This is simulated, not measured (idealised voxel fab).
Process module under the name voxel self aligned vias
Cross-section cut: width 160 nm, square cells of 5 nm.
Notation: cross-section as square-cell grid; stated in bands, top first, going down; one or more cell rows per band.
First you get the band's top height and its bottom height, in nm, and then the materials it's made of, left to right, with each width in nm. If you see a single material with "everywhere", that one covers the band edge to edge. "air" is empty space.
Where do heights start? At 0: under that level the wafer as delivered is made of one material only. And the lowest band has no floor; it just carries on downward, as in "from 0 down".
Graded width ("30..40"): value in top row of band = first number; value in bottom row = second number; row-to-row change constant.
Step marked "changes: none"? Then no cell in the cross-section changed in it.
"Enclosed empty spaces" specifies each empty space that is not open to the top and that occupies no fewer than 8 cells, using the form width x height at distance, the distance measured from the left edge and all three quantities in nm.
Anything after a step's settings on that line? It's the simulator's own note about the step.
Steps that use a mask can have "overlay nm" on their line. It says how far the mask sat to the right of where it was meant to be. Negative means to the left.
Heads up before you read on: it's before/after pairs around one process step each, after side only down to the lowest band that changed, step plus settings under the pair. Pairs can be from different runs of this module, same starting wafer, so only chain a pair onto the one above if its "Ahead of processing" entry says so.
-- Ahead of processing
    from 70 to 60 | W everywhere
    from 60 to 55 | TiN 40 nm; W 25 nm; TiN 30 nm; W 25 nm; TiN 40 nm
    from 55 to 40 | lowk 35 nm; TiN 5 nm; W 25 nm; TiN 5 nm; lowk 20 nm; TiN 5 nm; W 25 nm; TiN 5 nm; lowk 35 nm
    from 40 to 35 | SiN 35 nm; TiN 35 nm; SiN 20 nm; TiN 35 nm; SiN 35 nm
    from 35 to 15 | lowk 40 nm; TiN 5 nm; Ru 15 nm; TiN 5 nm; lowk 30 nm; TiN 5 nm; Ru 15 nm; TiN 5 nm; lowk 40 nm
    from 15 to 10 | lowk 40 nm; TiN 25 nm; lowk 30 nm; TiN 25 nm; lowk 40 nm
    from 10 to 5 | SiCN everywhere
    from 5 to 0 | SiO2 everywhere
    from 0 down | Si everywhere
    Enclosed empty spaces: none
-- After the Step
    from 55 to 40 | lowk 35 nm; TiN 5 nm; W 25 nm; TiN 5 nm; lowk 20 nm; TiN 5 nm; W 25 nm; TiN 5 nm; lowk 35 nm
    For the remainder of the cross-section, below 40, there is no change.
    Enclosed empty spaces: none
The two cross-sections above bracket this step: CMP, height nm 55
Ahead of processing: no separate figure, the pair right above already shows it after its step.
-- After the Step
    from 60 to 55 | SiN everywhere
    For the remainder of the cross-section, below 55, there is no change.
    Enclosed empty spaces: none
The two cross-sections above bracket this step: CONFORMAL_DEP, material SiN, thk nm 5
-- Ahead of processing
    from 55 to 40 | lowk everywhere
    from 40 to 35 | lowk 40 nm; SiN 25 nm; lowk 30 nm; SiN 25 nm; lowk 40 nm
    from 35 to 20 | lowk 40 nm; TiN 5 nm; Ru 15 nm; TiN 5 nm; lowk 30 nm; TiN 5 nm; Ru 15 nm; TiN 5 nm; lowk 40 nm
    from 20 to 15 | lowk 40 nm; TiN 25 nm; lowk 30 nm; TiN 25 nm; lowk 40 nm
    from 15 to 10 | SiCN everywhere
    from 10 to 0 | SiO2 everywhere
    from 0 down | Si everywhere
    Enclosed empty spaces: none
-- After the Step
    from 70 to 55 | resist 40 nm; air 30 nm; resist 25 nm; air 30 nm; resist 35 nm
    For the remainder of the cross-section, below 55, there is no change.
    Enclosed empty spaces: none
The two cross-sections above bracket this step: PATTERN, tone open, mask id VIAS, material resist, width nm 30, pitch nm 55, thk nm 15, overlay nm 0
Ahead of processing: no separate figure, the pair right above already shows it after its step.
-- After the Step
    from 70 to 55 | resist 40 nm; air 30 nm; resist 25 nm; air 30 nm; resist 35 nm
    from 55 to 40 | lowk 40 nm; air 30 nm; lowk 25 nm; air 30 nm; lowk 35 nm
    For the remainder of the cross-section, below 40, there is no change.
    Enclosed empty spaces: none
The two cross-sections above bracket this step: DIRECTIONAL_ETCH, etch materials lowk, depth nm 15
Ahead of processing: no separate figure, the pair right above already shows it after its step.
-- After the Step
    from 70 to 55 | resist 40 nm; air 30 nm; resist 25 nm; air 30 nm; resist 35 nm
    from 55 to 40 | lowk 40 nm; air 30 nm; lowk 25 nm; air 30 nm; lowk 35 nm
    from 40 to 35 | lowk 40 nm; air 25 nm; lowk 30 nm; air 25 nm; lowk 40 nm
    For the remainder of the cross-section, below 35, there is no change.
    Enclosed empty spaces: none
The two cross-sections above bracket this step: DIRECTIONAL_ETCH, etch materials SiN, depth nm 5
Ahead of processing: no separate figure, the pair right above already shows it after its step.
-- After the Step
    from 55 to 40 | lowk 40 nm; air 30 nm; lowk 25 nm; air 30 nm; lowk 35 nm
    For the remainder of the cross-section, below 40, there is no change.
    Enclosed empty spaces: none
The two cross-sections above bracket this step: STRIP, etch materials resist
Ahead of processing: no separate figure, the pair right above already shows it after its step.
-- After the Step
    from 60 to 55 | TiN 45 nm; air 20 nm; TiN 35 nm; air 20 nm; TiN 40 nm
    from 55 to 45 | lowk 40 nm; TiN 5 nm; air 20 nm; TiN 5 nm; lowk 25 nm; TiN 5 nm; air 20 nm; TiN 5 nm; lowk 35 nm
    from 45 to 40 | lowk 40 nm; TiN 5 nm; air 15 nm; TiN 10 nm; lowk 25 nm; TiN 5 nm; air 15 nm; TiN 10 nm; lowk 35 nm
    from 40 to 35 | lowk 40 nm; TiN 25 nm; lowk 30 nm; TiN 25 nm; lowk 40 nm
    For the remainder of the cross-section, below 35, there is no change.
    Enclosed empty spaces: none
The two cross-sections above bracket this step: CONFORMAL_DEP, material TiN, thk nm 5
Ahead of processing: no separate figure, the pair right above already shows it after its step.
-- After the Step
    from 70 to 60 | W everywhere
    from 60 to 55 | TiN 45 nm; W 20 nm; TiN 35 nm; W 20 nm; TiN 40 nm
    from 55 to 45 | lowk 40 nm; TiN 5 nm; W 20 nm; TiN 5 nm; lowk 25 nm; TiN 5 nm; W 20 nm; TiN 5 nm; lowk 35 nm
    from 45 to 40 | lowk 40 nm; TiN 5 nm; W 15 nm; TiN 10 nm; lowk 25 nm; TiN 5 nm; W 15 nm; TiN 10 nm; lowk 35 nm
    For the remainder of the cross-section, below 40, there is no change.
    Enclosed empty spaces: none
The two cross-sections above bracket this step: FILL_DEP, material W, thk nm 10
Ahead of processing: no separate figure, the pair right above already shows it after its step.
-- After the Step
    from 55 to 45 | lowk 40 nm; TiN 5 nm; W 20 nm; TiN 5 nm; lowk 25 nm; TiN 5 nm; W 20 nm; TiN 5 nm; lowk 35 nm
    For the remainder of the cross-section, below 45, there is no change.
    Enclosed empty spaces: none
The two cross-sections above bracket this step: CMP, height nm 55
Ahead of processing: no separate figure, the pair right above already shows it after its step.
-- After the Step
    from 60 to 55 | SiN everywhere
    For the remainder of the cross-section, below 55, there is no change.
    Enclosed empty spaces: none
The two cross-sections above bracket this step: CONFORMAL_DEP, material SiN, thk nm 5
-- Ahead of processing
    from 55 to 40 | aC everywhere
    from 40 to 15 | lowk everywhere
    from 15 to 10 | SiCN everywhere
    from 10 to 0 | SiO2 everywhere
    from 0 down | Si everywhere
    Enclosed empty spaces: none
-- After the Step
    from 85 to 55 | resist 30 nm; air 25 nm; resist 30 nm; air 25 nm; resist 50 nm
    For the remainder of the cross-section, below 55, there is no change.
    Enclosed empty spaces: none
The two cross-sections above bracket this step: PATTERN, tone open, mask id LINES, material resist, width nm 25, pitch nm 55, thk nm 30, overlay nm -10
Ahead of processing: no separate figure, the pair right above already shows it after its step.
-- After the Step
    from 70 to 55 | resist 30 nm; air 25 nm; resist 30 nm; air 25 nm; resist 50 nm
    from 55 to 40 | aC 30 nm; air 25 nm; aC 30 nm; air 25 nm; aC 50 nm
    For the remainder of the cross-section, below 40, there is no change.
    Enclosed empty spaces: none
The two cross-sections above bracket this step: DIRECTIONAL_ETCH, etch materials aC, depth nm 15
Ahead of processing: no separate figure, the pair right above already shows it after its step.
-- After the Step
    from 55 to 40 | aC 30 nm; air 25 nm; aC 30 nm; air 25 nm; aC 50 nm
    For the remainder of the cross-section, below 40, there is no change.
    Enclosed empty spaces: none
The two cross-sections above bracket this step: STRIP, etch materials resist
Ahead of processing: no separate figure, the pair right above already shows it after its step.
-- After the Step
    from 55 to 40 | aC 30 nm; air 25 nm; aC 30 nm; air 25 nm; aC 50 nm
    from 40 to 15 | lowk 30 nm; air 25 nm; lowk 30 nm; air 25 nm; lowk 50 nm
    For the remainder of the cross-section, below 15, there is no change.
    Enclosed empty spaces: none
The two cross-sections above bracket this step: DIRECTIONAL_ETCH, etch materials lowk, depth nm 25
Ahead of processing: no separate figure, the pair right above already shows it after its step.
-- After the Step
    from 40 to 15 | lowk 30 nm; air 25 nm; lowk 30 nm; air 25 nm; lowk 50 nm
    For the remainder of the cross-section, below 15, there is no change.
    Enclosed empty spaces: none
The two cross-sections above bracket this step: STRIP, etch materials aC
Ahead of processing: no separate figure, the pair right above already shows it after its step.
-- After the Step
    from 45 to 40 | TiN 35 nm; air 15 nm; TiN 40 nm; air 15 nm; TiN 55 nm
    from 40 to 20 | lowk 30 nm; TiN 5 nm; air 15 nm; TiN 5 nm; lowk 30 nm; TiN 5 nm; air 15 nm; TiN 5 nm; lowk 50 nm
    from 20 to 15 | lowk 30 nm; TiN 25 nm; lowk 30 nm; TiN 25 nm; lowk 50 nm
    For the remainder of the cross-section, below 15, there is no change.
    Enclosed empty spaces: none
The two cross-sections above bracket this step: CONFORMAL_DEP, material TiN, thk nm 5
Ahead of processing: no separate figure, the pair right above already shows it after its step.
-- After the Step
    from 50 to 45 | Ru everywhere
    from 45 to 40 | TiN 35 nm; Ru 15 nm; TiN 40 nm; Ru 15 nm; TiN 55 nm
    from 40 to 20 | lowk 30 nm; TiN 5 nm; Ru 15 nm; TiN 5 nm; lowk 30 nm; TiN 5 nm; Ru 15 nm; TiN 5 nm; lowk 50 nm
    For the remainder of the cross-section, below 20, there is no change.
    Enclosed empty spaces: none
The two cross-sections above bracket this step: FILL_DEP, material Ru, thk nm 5
Ahead of processing: no separate figure, the pair right above already shows it after its step.
-- After the Step
    from 40 to 20 | lowk 30 nm; TiN 5 nm; Ru 15 nm; TiN 5 nm; lowk 30 nm; TiN 5 nm; Ru 15 nm; TiN 5 nm; lowk 50 nm
    For the remainder of the cross-section, below 20, there is no change.
    Enclosed empty spaces: none
The two cross-sections above bracket this step: CMP, height nm 40
Ahead of processing: no separate figure, the pair right above already shows it after its step.
-- After the Step
    from 40 to 35 | lowk 30 nm; air 25 nm; lowk 30 nm; air 25 nm; lowk 50 nm
    For the remainder of the cross-section, below 35, there is no change.
    Enclosed empty spaces: none
The two cross-sections above bracket this step: SELECTIVE_ETCH, etch materials W Ru TiN, depth nm 5
Ahead of processing: no separate figure, the pair right above already shows it after its step.
-- After the Step
    from 50 to 40 | SiN everywhere
    from 40 to 35 | lowk 30 nm; SiN 25 nm; lowk 30 nm; SiN 25 nm; lowk 50 nm
    For the remainder of the cross-section, below 35, there is no change.
    Enclosed empty spaces: none
The two cross-sections above bracket this step: FILL_DEP, material SiN, thk nm 10
Ahead of processing: no separate figure, the pair right above already shows it after its step.
-- After the Step
    from 40 to 35 | lowk 30 nm; SiN 25 nm; lowk 30 nm; SiN 25 nm; lowk 50 nm
    For the remainder of the cross-section, below 35, there is no change.
    Enclosed empty spaces: none
The two cross-sections above bracket this step: CMP, height nm 40
Ahead of processing: no separate figure, the pair right above already shows it after its step.
-- After the Step
    from 55 to 40 | lowk everywhere
    For the remainder of the cross-section, below 40, there is no change.
    Enclosed empty spaces: none
The two cross-sections above bracket this step: DIRECTIONAL_DEP, material lowk, thk nm 15
Ahead of processing: no separate figure, the pair right above already shows it after its step.
-- After the Step
    from 70 to 55 | resist 35 nm; air 35 nm; resist 20 nm; air 35 nm; resist 35 nm
    For the remainder of the cross-section, below 55, there is no change.
    Enclosed empty spaces: none
The two cross-sections above bracket this step: PATTERN, tone open, mask id VIAS, material resist, width nm 35, pitch nm 55, thk nm 15, overlay nm 0
Ahead of processing: no separate figure, the pair right above already shows it after its step.
-- After the Step
    from 70 to 55 | resist 35 nm; air 35 nm; resist 20 nm; air 35 nm; resist 35 nm
    from 55 to 40 | lowk 35 nm; air 35 nm; lowk 20 nm; air 35 nm; lowk 35 nm
    For the remainder of the cross-section, below 40, there is no change.
    Enclosed empty spaces: none
The two cross-sections above bracket this step: DIRECTIONAL_ETCH, etch materials lowk, depth nm 15
Ahead of processing: no separate figure, the pair right above already shows it after its step.
-- After the Step
    from 70 to 55 | resist 35 nm; air 35 nm; resist 20 nm; air 35 nm; resist 35 nm
    from 55 to 40 | lowk 35 nm; air 35 nm; lowk 20 nm; air 35 nm; lowk 35 nm
    from 40 to 35 | lowk 30 nm; SiN 5 nm; air 20 nm; lowk 30 nm; SiN 5 nm; air 20 nm; lowk 50 nm
    For the remainder of the cross-section, below 35, there is no change.
    Enclosed empty spaces: none
The two cross-sections above bracket this step: DIRECTIONAL_ETCH, etch materials SiN, depth nm 5
Ahead of processing: no separate figure, the pair right above already shows it after its step.
-- After the Step
    from 55 to 40 | lowk 35 nm; air 35 nm; lowk 20 nm; air 35 nm; lowk 35 nm
    For the remainder of the cross-section, below 40, there is no change.
    Enclosed empty spaces: none
The two cross-sections above bracket this step: STRIP, etch materials resist
Ahead of processing: no separate figure, the pair right above already shows it after its step.
-- After the Step
    from 60 to 55 | TiN 40 nm; air 25 nm; TiN 30 nm; air 25 nm; TiN 40 nm
    from 55 to 45 | lowk 35 nm; TiN 5 nm; air 25 nm; TiN 5 nm; lowk 20 nm; TiN 5 nm; air 25 nm; TiN 5 nm; lowk 35 nm
    from 45 to 40 | lowk 35 nm; TiN 5 nm; air 10 nm; TiN 20 nm; lowk 20 nm; TiN 5 nm; air 10 nm; TiN 20 nm; lowk 35 nm
    from 40 to 35 | lowk 30 nm; SiN 5 nm; TiN 20 nm; lowk 30 nm; SiN 5 nm; TiN 20 nm; lowk 50 nm
    For the remainder of the cross-section, below 35, there is no change.
    Enclosed empty spaces: none
The two cross-sections above bracket this step: CONFORMAL_DEP, material TiN, thk nm 5
Ahead of processing: no separate figure, the pair right above already shows it after its step.
-- After the Step
    from 70 to 60 | W everywhere
    from 60 to 55 | TiN 40 nm; W 25 nm; TiN 30 nm; W 25 nm; TiN 40 nm
    from 55 to 45 | lowk 35 nm; TiN 5 nm; W 25 nm; TiN 5 nm; lowk 20 nm; TiN 5 nm; W 25 nm; TiN 5 nm; lowk 35 nm
    from 45 to 40 | lowk 35 nm; TiN 5 nm; W 10 nm; TiN 20 nm; lowk 20 nm; TiN 5 nm; W 10 nm; TiN 20 nm; lowk 35 nm
    For the remainder of the cross-section, below 40, there is no change.
    Enclosed empty spaces: none
The two cross-sections above bracket this step: FILL_DEP, material W, thk nm 10
Ahead of processing: no separate figure, the pair right above already shows it after its step.
-- After the Step
    from 55 to 45 | lowk 35 nm; TiN 5 nm; W 25 nm; TiN 5 nm; lowk 20 nm; TiN 5 nm; W 25 nm; TiN 5 nm; lowk 35 nm
    For the remainder of the cross-section, below 45, there is no change.
    Enclosed empty spaces: none
The two cross-sections above bracket this step: CMP, height nm 55
Ahead of processing: no separate figure, the pair right above already shows it after its step.
-- After the Step
    from 60 to 55 | SiN everywhere
    For the remainder of the cross-section, below 55, there is no change.
    Enclosed empty spaces: none
The two cross-sections above bracket this step: CONFORMAL_DEP, material SiN, thk nm 5
-- Ahead of processing
    from 40 to 35 | lowk 40 nm; air 25 nm; lowk 30 nm; air 25 nm; lowk 40 nm
    from 35 to 20 | lowk 40 nm; TiN 5 nm; Ru 15 nm; TiN 5 nm; lowk 30 nm; TiN 5 nm; Ru 15 nm; TiN 5 nm; lowk 40 nm
    from 20 to 15 | lowk 40 nm; TiN 25 nm; lowk 30 nm; TiN 25 nm; lowk 40 nm
    from 15 to 10 | SiCN everywhere
    from 10 to 0 | SiO2 everywhere
    from 0 down | Si everywhere
    Enclosed empty spaces: none
-- After the Step
    from 50 to 40 | TiN everywhere
    from 40 to 35 | lowk 40 nm; TiN 25 nm; lowk 30 nm; TiN 25 nm; lowk 40 nm
    For the remainder of the cross-section, below 35, there is no change.
    Enclosed empty spaces: none
The two cross-sections above bracket this step: FILL_DEP, material TiN, thk nm 10
Ahead of processing: no separate figure, the pair right above already shows it after its step.
-- After the Step
    from 40 to 35 | lowk 40 nm; TiN 25 nm; lowk 30 nm; TiN 25 nm; lowk 40 nm
    For the remainder of the cross-section, below 35, there is no change.
    Enclosed empty spaces: none
The two cross-sections above bracket this step: CMP, height nm 40
Ahead of processing: no separate figure, the pair right above already shows it after its step.
-- After the Step
    from 55 to 40 | lowk everywhere
    For the remainder of the cross-section, below 40, there is no change.
    Enclosed empty spaces: none
The two cross-sections above bracket this step: DIRECTIONAL_DEP, material lowk, thk nm 15
Ahead of processing: no separate figure, the pair right above already shows it after its step.
-- After the Step
    from 70 to 55 | resist 35 nm; air 35 nm; resist 20 nm; air 35 nm; resist 35 nm
    For the remainder of the cross-section, below 55, there is no change.
    Enclosed empty spaces: none
The two cross-sections above bracket this step: PATTERN, tone open, mask id VIAS, material resist, width nm 35, pitch nm 55, thk nm 15, overlay nm 0
Ahead of processing: no separate figure, the pair right above already shows it after its step.
-- After the Step
    from 70 to 55 | resist 35 nm; air 35 nm; resist 20 nm; air 35 nm; resist 35 nm
    from 55 to 40 | lowk 35 nm; air 35 nm; lowk 20 nm; air 35 nm; lowk 35 nm
    For the remainder of the cross-section, below 40, there is no change.
    Enclosed empty spaces: none
The two cross-sections above bracket this step: DIRECTIONAL_ETCH, etch materials lowk, depth nm 15
Ahead of processing: no separate figure, the pair right above already shows it after its step.
-- After the Step
    from 55 to 40 | lowk 35 nm; air 35 nm; lowk 20 nm; air 35 nm; lowk 35 nm
    For the remainder of the cross-section, below 40, there is no change.
    Enclosed empty spaces: none
The two cross-sections above bracket this step: STRIP, etch materials resist
Ahead of processing: no separate figure, the pair right above already shows it after its step.
-- After the Step
    from 60 to 55 | TiN 40 nm; air 25 nm; TiN 30 nm; air 25 nm; TiN 40 nm
    from 55 to 45 | lowk 35 nm; TiN 5 nm; air 25 nm; TiN 5 nm; lowk 20 nm; TiN 5 nm; air 25 nm; TiN 5 nm; lowk 35 nm
    from 45 to 35 | lowk 35..40 nm; TiN 35..25 nm; lowk 20..30 nm; TiN 35..25 nm; lowk 35..40 nm
    For the remainder of the cross-section, below 35, there is no change.
    Enclosed empty spaces: none
The two cross-sections above bracket this step: CONFORMAL_DEP, material TiN, thk nm 5
Ahead of processing: no separate figure, the pair right above already shows it after its step.
-- After the Step
    from 70 to 60 | W everywhere
    from 60 to 55 | TiN 40 nm; W 25 nm; TiN 30 nm; W 25 nm; TiN 40 nm
    from 55 to 45 | lowk 35 nm; TiN 5 nm; W 25 nm; TiN 5 nm; lowk 20 nm; TiN 5 nm; W 25 nm; TiN 5 nm; lowk 35 nm
    For the remainder of the cross-section, below 45, there is no change.
    Enclosed empty spaces: none
The two cross-sections above bracket this step: FILL_DEP, material W, thk nm 10
Ahead of processing: no separate figure, the pair right above already shows it after its step.
-- After the Step
    from 55 to 45 | lowk 35 nm; TiN 5 nm; W 25 nm; TiN 5 nm; lowk 20 nm; TiN 5 nm; W 25 nm; TiN 5 nm; lowk 35 nm
    For the remainder of the cross-section, below 45, there is no change.
    Enclosed empty spaces: none
The two cross-sections above bracket this step: CMP, height nm 55
Ahead of processing: no separate figure, the pair right above already shows it after its step.
-- After the Step
    from 60 to 55 | SiN everywhere
    For the remainder of the cross-section, below 55, there is no change.
    Enclosed empty spaces: none
The two cross-sections above bracket this step: CONFORMAL_DEP, material SiN, thk nm 5
-- Ahead of processing
    from 55 to 40 | lowk everywhere
    from 40 to 35 | lowk 40 nm; SiN 25 nm; lowk 30 nm; SiN 25 nm; lowk 40 nm
    from 35 to 20 | lowk 40 nm; TiN 5 nm; Ru 15 nm; TiN 5 nm; lowk 30 nm; TiN 5 nm; Ru 15 nm; TiN 5 nm; lowk 40 nm
    from 20 to 15 | lowk 40 nm; TiN 25 nm; lowk 30 nm; TiN 25 nm; lowk 40 nm
    from 15 to 10 | SiCN everywhere
    from 10 to 0 | SiO2 everywhere
    from 0 down | Si everywhere
    Enclosed empty spaces: none
-- After the Step
    from 70 to 55 | air 35 nm; resist 35 nm; air 20 nm; resist 35 nm; air 35 nm
    For the remainder of the cross-section, below 55, there is no change.
    Enclosed empty spaces: none
The two cross-sections above bracket this step: PATTERN, tone cover, mask id VIAS, material resist, width nm 35, pitch nm 55, thk nm 15, overlay nm 0
Ahead of processing: no separate figure, the pair right above already shows it after its step.
-- After the Step
    from 70 to 55 | air 35 nm; resist 35 nm; air 20 nm; resist 35 nm; air 35 nm
    from 55 to 40 | air 35 nm; lowk 35 nm; air 20 nm; lowk 35 nm; air 35 nm
    For the remainder of the cross-section, below 40, there is no change.
    Enclosed empty spaces: none
The two cross-sections above bracket this step: DIRECTIONAL_ETCH, etch materials lowk, depth nm 15
Ahead of processing: no separate figure, the pair right above already shows it after its step.
-- After the Step
    from 55 to 40 | air 35 nm; lowk 35 nm; air 20 nm; lowk 35 nm; air 35 nm
    For the remainder of the cross-section, below 40, there is no change.
    Enclosed empty spaces: none
The two cross-sections above bracket this step: STRIP, etch materials resist
Ahead of processing: no separate figure, the pair right above already shows it after its step.
-- After the Step
    from 60 to 55 | air 30 nm; TiN 45 nm; air 10 nm; TiN 45 nm; air 30 nm
    from 55 to 45 | air 30 nm; TiN 5 nm; lowk 35 nm; TiN 5 nm; air 10 nm; TiN 5 nm; lowk 35 nm; TiN 5 nm; air 30 nm
    from 45 to 40 | TiN 35 nm; lowk 35 nm; TiN 20 nm; lowk 35 nm; TiN 35 nm
    For the remainder of the cross-section, below 40, there is no change.
    Enclosed empty spaces: none
The two cross-sections above bracket this step: CONFORMAL_DEP, material TiN, thk nm 5
Ahead of processing: no separate figure, the pair right above already shows it after its step.
-- After the Step
    from 70 to 60 | W everywhere
    from 60 to 55 | W 30 nm; TiN 45 nm; W 10 nm; TiN 45 nm; W 30 nm
    from 55 to 45 | W 30 nm; TiN 5 nm; lowk 35 nm; TiN 5 nm; W 10 nm; TiN 5 nm; lowk 35 nm; TiN 5 nm; W 30 nm
    For the remainder of the cross-section, below 45, there is no change.
    Enclosed empty spaces: none
The two cross-sections above bracket this step: FILL_DEP, material W, thk nm 10
Ahead of processing: no separate figure, the pair right above already shows it after its step.
-- After the Step
    from 55 to 45 | W 30 nm; TiN 5 nm; lowk 35 nm; TiN 5 nm; W 10 nm; TiN 5 nm; lowk 35 nm; TiN 5 nm; W 30 nm
    For the remainder of the cross-section, below 45, there is no change.
    Enclosed empty spaces: none
The two cross-sections above bracket this step: CMP, height nm 55
Ahead of processing: no separate figure, the pair right above already shows it after its step.
-- After the Step
    from 60 to 55 | SiN everywhere
    For the remainder of the cross-section, below 55, there is no change.
    Enclosed empty spaces: none
The two cross-sections above bracket this step: CONFORMAL_DEP, material SiN, thk nm 5
